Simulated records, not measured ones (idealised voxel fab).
A process module follows: voxel released beams.
The cross-section shown here is cut; it is 275 nm wide and divided into square cells measuring 5 nm on a side.
Bands, listed from the top down, are how a cross-section gets written in this document; the cross-section itself is a grid of square cells, and a band is one or more rows of them. Read a band's entry like this: the first values are the height of its top and the height of its bottom in nm, and what follows is the sequence of materials from left to right, each with its width in nm. Note that "empty" is empty space, and that a single material marked "everywhere" reaches across the band from edge to edge. The level at which height equals 0 is the one under which the wafer, as it arrives, is entirely one material. No lower edge exists for the bottom band, which continues downward and is notated as in "top 0, no bottom". With a width like "30..40", each row of cells in the band differs from the next by the same amount, the top row carrying the first number and the bottom row the second. "no modification" -> step changed no cross-section cell. Empty spaces without an open route to the top, at least 8 cells in extent, make up the entry "Sealed-off cavities"; each is given as width x height at distance, where the distance is measured from the left edge, and all are in nm. Anything after a step's settings on that line? It's the simulator's own note about the step. "overlay nm" denotes, for a step that has a mask, the displacement of the mask to the right of its planned place, with negative values corresponding to the left.
**Below is the list of planned process steps**
step 1: RECEIVE | material Si
step 2: CONFORMAL_DEP | material Al2O3 | thk nm 5
step 3: DIRECTIONAL_DEP | material SiO2 | thk nm 10
step 4: DIRECTIONAL_DEP | material aC | thk nm 15
step 5: PATTERN | tone open | mask id ANCHOR | material resist | width nm 35 | thk nm 35 | overlay nm 0
step 6: DIRECTIONAL_ETCH | etch materials aC | depth nm 15
step 7: STRIP | etch materials resist
step 8: DIRECTIONAL_ETCH | etch materials SiO2 | depth nm 10
step 9: STRIP | etch materials aC
step 10: CONFORMAL_DEP | material polySi | thk nm 15
step 11: PATTERN | tone cover | mask id BEAM | material resist | width nm 95 | thk nm 20 | overlay nm 0
step 12: DIRECTIONAL_ETCH | etch materials polySi | depth nm 15
step 13: STRIP | etch materials resist
step 14: STRIP | etch materials SiO2
The width nm used in step 5 is not the same on every wafer, whereas the starting condition is; the value printed in the plan is the first wafer's.
**first wafer as received, after step 1**
- top 0, no bottom  Si everywhere
- Sealed-off cavities: none
**End of module, by wafer: material-by-material cell gain (+) or loss (-) since receipt, then closed voids**
width nm 35, +55 Al2O3, +69 polySi, Sealed-off cavities: none
width nm 40, +55 Al2O3, +69 polySi, Sealed-off cavities: none
width nm 45, +55 Al2O3, +69 polySi, Sealed-off cavities: none
width nm 50, +55 Al2O3, +69 polySi, Sealed-off cavities: none
width nm 55, +55 Al2O3, +69 polySi, Sealed-off cavities: none
width nm 60, +55 Al2O3, +69 polySi, Sealed-off cavities: none
